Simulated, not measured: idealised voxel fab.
The document below concerns the process module designated voxel ribs on slabs.
The cross-section shown here is cut; it is 295 nm wide and divided into square cells measuring 5 nm on a side.
For the purposes of this document, a cross-section shall be understood as a grid of square cells, specified as bands listed in top-to-bottom order, each band consisting of one or more rows of cells. A band entry consists of two parts. The first gives the height of the band's top and the height of its bottom, in nm. The rest lists the band's materials from left to right, each with its width in nm. A single material labelled with the word "throughout" fills the band from edge to edge, and the word "air" marks empty space. Ref level 0: as-received wafer is one material below here. Bottom band extends down with no lower bound ("0 nm and below"). Width "30->40": first value at the band's top row of cells, second value at its bottom row, equal change from row to row. When a step is marked "changes: none", none of the cells in the cross-section changed during that step. Listed in "Completely enclosed voids": every empty space of 8 or more cells without an open way to the top. Form: width x height at distance, the distance being from the left edge, all in nm. Where a step's line continues beyond its settings, the continuation is a remark by the simulator itself on that step. A step line may carry the setting "overlay nm", which, for steps involving a mask, states the distance by which the mask lay to the right of its intended position; negative values denote displacement to the left.

-- List of planned process steps
1) RECEIVE | material Si
2) DIRECTIONAL_DEP | material SiO2 | thk nm 20
3) DIRECTIONAL_DEP | material polySi | thk nm 25
4) DIRECTIONAL_DEP | material aC | thk nm 10
5) PATTERN | tone cover | mask id RIB | material resist | width nm 15 | thk nm 30 | overlay nm 0
6) DIRECTIONAL_ETCH | etch materials aC | depth nm 10
7) STRIP | etch materials resist
8) DIRECTIONAL_ETCH | etch materials polySi | depth nm 15
9) STRIP | etch materials aC
10) DIRECTIONAL_DEP | material aC | thk nm 15
11) PATTERN | tone cover | mask id SLAB | material resist | width nm 55 | thk nm 35 | overlay nm 0
12) DIRECTIONAL_ETCH | etch materials aC | depth nm 15
13) STRIP | etch materials resist
14) DIRECTIONAL_ETCH | etch materials polySi | depth nm 10
15) STRIP | etch materials aC
16) FILL_DEP | material SiO2 | thk nm 15
17) CMP | height nm 55
18) DIRECTIONAL_DEP | material TiN | thk nm 10
19) PATTERN | tone cover | mask id HEATER | material resist | width nm 25 | thk nm 20 | overlay nm 0
20) DIRECTIONAL_ETCH | etch materials TiN | depth nm 10
21) STRIP | etch materials resist
22) CONFORMAL_DEP | material SiO2 | thk nm 5

-- First of two wafers: run as planned

-- Received-state cross-section, reflecting completion of step 1
  0 nm and below = Si throughout
  Completely enclosed voids: none

-- Cross-section through the wafer, step 2 finished
  20 nm to 0 nm = SiO2 throughout
  For the remainder of the cross-section, below 0, there is no change.

-- Cross-section through the wafer, step 3 finished
  45 nm to 20 nm = polySi throughout
  For the remainder of the cross-section, below 20, there is no change.

-- Cross-section through the wafer, step 4 finished
  55 nm to 45 nm = aC throughout
  For the remainder of the cross-section, below 45, there is no change.

-- Cross-section through the wafer, step 5 finished
  85 nm to 55 nm = air (140) / resist (15) / air (140)
  For the remainder of the cross-section, below 55, there is no change.

-- Cross-section through the wafer, step 6 finished
  75 nm to 55 nm = air (140) / resist (15) / air (140)
  55 nm to 45 nm = air (140) / aC (15) / air (140)
  For the remainder of the cross-section, below 45, there is no change.

-- Cross-section through the wafer, step 7 finished
  55 nm to 45 nm = air (140) / aC (15) / air (140)
  For the remainder of the cross-section, below 45, there is no change.

-- Cross-section through the wafer, step 8 finished
  55 nm to 45 nm = air (140) / aC (15) / air (140)
  45 nm to 30 nm = air (140) / polySi (15) / air (140)
  For the remainder of the cross-section, below 30, there is no change.

-- Cross-section through the wafer, step 9 finished
  45 nm to 30 nm = air (140) / polySi (15) / air (140)
  For the remainder of the cross-section, below 30, there is no change.

-- Cross-section through the wafer, step 10 finished
  60 nm to 45 nm = air (140) / aC (15) / air (140)
  45 nm to 30 nm = aC (140) / polySi (15) / aC (140)
  For the remainder of the cross-section, below 30, there is no change.

-- Cross-section through the wafer, step 11 finished
  95 nm to 60 nm = air (120) / resist (55) / air (120)
  60 nm to 45 nm = air (120) / resist (20) / aC (15) / resist (20) / air (120)
  For the remainder of the cross-section, below 45, there is no change.

-- Cross-section through the wafer, step 12 finished
  80 nm to 60 nm = air (120) / resist (55) / air (120)
  60 nm to 45 nm = air (120) / resist (20) / aC (15) / resist (20) / air (120)
  45 nm to 30 nm = air (120) / aC (20) / polySi (15) / aC (20) / air (120)
  For the remainder of the cross-section, below 30, there is no change.

-- Cross-section through the wafer, step 13 finished
  60 nm to 45 nm = air (140) / aC (15) / air (140)
  For the remainder of the cross-section, below 45, there is no change.

-- Cross-section through the wafer, step 14 finished
  60 nm to 45 nm = air (140) / aC (15) / air (140)
  45 nm to 30 nm = air (120) / aC (20) / polySi (15) / aC (20) / air (120)
  30 nm to 20 nm = air (120) / polySi (55) / air (120)
  For the remainder of the cross-section, below 20, there is no change.

-- Cross-section through the wafer, step 15 finished
  45 nm to 30 nm = air (140) / polySi (15) / air (140)
  For the remainder of the cross-section, below 30, there is no change.

-- Cross-section through the wafer, step 16 finished
  60 nm to 45 nm = SiO2 throughout
  45 nm to 30 nm = SiO2 (140) / polySi (15) / SiO2 (140)
  30 nm to 20 nm = SiO2 (120) / polySi (55) / SiO2 (120)
  For the remainder of the cross-section, below 20, there is no change.

-- Cross-section through the wafer, step 17 finished
  55 nm to 45 nm = SiO2 throughout
  For the remainder of the cross-section, below 45, there is no change.

-- Cross-section through the wafer, step 18 finished
  65 nm to 55 nm = TiN throughout
  For the remainder of the cross-section, below 55, there is no change.

-- Cross-section through the wafer, step 19 finished
  85 nm to 65 nm = air (135) / resist (25) / air (135)
  For the remainder of the cross-section, below 65, there is no change.

-- Cross-section through the wafer, step 20 finished
  85 nm to 65 nm = air (135) / resist (25) / air (135)
  65 nm to 55 nm = air (135) / TiN (25) / air (135)
  For the remainder of the cross-section, below 55, there is no change.

-- Cross-section through the wafer, step 21 finished
  65 nm to 55 nm = air (135) / TiN (25) / air (135)
  For the remainder of the cross-section, below 55, there is no change.

-- Cross-section through the wafer, step 22 finished
  70 nm to 65 nm = air (130) / SiO2 (35) / air (130)
  65 nm to 60 nm = air (130) / SiO2 (5) / TiN (25) / SiO2 (5) / air (130)
  60 nm to 55 nm = SiO2 (135) / TiN (25) / SiO2 (135)
  For the remainder of the cross-section, below 55, there is no change.

-- What follows concerns the second wafer, which started out like the first and was meant to follow the very same plan; one mistake crept in when it was run, but everything up to and including step 4 is the same as for the first wafer

-- Cross-section of the second wafer at the time step 5 of the plan should have ended
  85 nm to 55 nm = air (135) / resist (15) / air (145)
  For the remainder of the cross-section, below 55, there is no change.

-- Cross-section of the second wafer at the time step 6 of the plan should have ended
  75 nm to 55 nm = air (135) / resist (15) / air (145)
  55 nm to 45 nm = air (135) / aC (15) / air (145)
  For the remainder of the cross-section, below 45, there is no change.

-- Cross-section of the second wafer at the time step 7 of the plan should have ended
  55 nm to 45 nm = air (135) / aC (15) / air (145)
  For the remainder of the cross-section, below 45, there is no change.

-- Cross-section of the second wafer at the time step 8 of the plan should have ended
  55 nm to 45 nm = air (135) / aC (15) / air (145)
  45 nm to 30 nm = air (135) / polySi (15) / air (145)
  For the remainder of the cross-section, below 30, there is no change.

-- Cross-section of the second wafer at the time step 9 of the plan should have ended
  45 nm to 30 nm = air (135) / polySi (15) / air (145)
  For the remainder of the cross-section, below 30, there is no change.

-- Cross-section of the second wafer at the time step 10 of the plan should have ended
  60 nm to 45 nm = air (135) / aC (15) / air (145)
  45 nm to 30 nm = aC (135) / polySi (15) / aC (145)
  For the remainder of the cross-section, below 30, there is no change.

-- Cross-section of the second wafer at the time step 11 of the plan should have ended
  95 nm to 60 nm = air (120) / resist (55) / air (120)
  60 nm to 45 nm = air (120) / resist (15) / aC (15) / resist (25) / air (120)
  For the remainder of the cross-section, below 45, there is no change.

-- Cross-section of the second wafer at the time step 12 of the plan should have ended
  80 nm to 60 nm = air (120) / resist (55) / air (120)
  60 nm to 45 nm = air (120) / resist (15) / aC (15) / resist (25) / air (120)
  45 nm to 30 nm = air (120) / aC (15) / polySi (15) / aC (25) / air (120)
  For the remainder of the cross-section, below 30, there is no change.

-- Cross-section of the second wafer at the time step 13 of the plan should have ended
  60 nm to 45 nm = air (135) / aC (15) / air (145)
  For the remainder of the cross-section, below 45, there is no change.

-- Cross-section of the second wafer at the time step 14 of the plan should have ended
  60 nm to 45 nm = air (135) / aC (15) / air (145)
  45 nm to 30 nm = air (120) / aC (15) / polySi (15) / aC (25) / air (120)
  30 nm to 20 nm = air (120) / polySi (55) / air (120)
  For the remainder of the cross-section, below 20, there is no change.

-- Cross-section of the second wafer at the time step 15 of the plan should have ended
  45 nm to 30 nm = air (135) / polySi (15) / air (145)
  For the remainder of the cross-section, below 30, there is no change.

-- Cross-section of the second wafer at the time step 16 of the plan should have ended
  60 nm to 45 nm = SiO2 throughout
  45 nm to 30 nm = SiO2 (135) / polySi (15) / SiO2 (145)
  30 nm to 20 nm = SiO2 (120) / polySi (55) / SiO2 (120)
  For the remainder of the cross-section, below 20, there is no change.

-- Cross-section of the second wafer at the time step 17 of the plan should have ended
  55 nm to 45 nm = SiO2 throughout
  For the remainder of the cross-section, below 45, there is no change.

-- Cross-section of the second wafer at the time step 18 of the plan should have ended
  65 nm to 55 nm = TiN throughout
  For the remainder of the cross-section, below 55, there is no change.

-- Cross-section of the second wafer at the time step 19 of the plan should have ended
  85 nm to 65 nm = air (135) / resist (25) / air (135)
  For the remainder of the cross-section, below 65, there is no change.

-- Cross-section of the second wafer at the time step 20 of the plan should have ended
  85 nm to 65 nm = air (135) / resist (25) / air (135)
  65 nm to 55 nm = air (135) / TiN (25) / air (135)
  For the remainder of the cross-section, below 55, there is no change.

-- Cross-section of the second wafer at the time step 21 of the plan should have ended
  65 nm to 55 nm = air (135) / TiN (25) / air (135)
  For the remainder of the cross-section, below 55, there is no change.

-- Cross-section of the second wafer at the time step 22 of the plan should have ended
  70 nm to 65 nm = air (130) / SiO2 (35) / air (130)
  65 nm to 60 nm = air (130) / SiO2 (5) / TiN (25) / SiO2 (5) / air (130)
  60 nm to 55 nm = SiO2 (135) / TiN (25) / SiO2 (135)
  For the remainder of the cross-section, below 55, there is no change.
Diagnosis: step 5 was not run as planned; what actually ran was PATTERN | tone cover | mask id RIB | material resist | width nm 15 | thk nm 30 | overlay nm -5
When the process is done, the second wafer contains the same cell count of every material as the first wafer, but distributed over other locations.
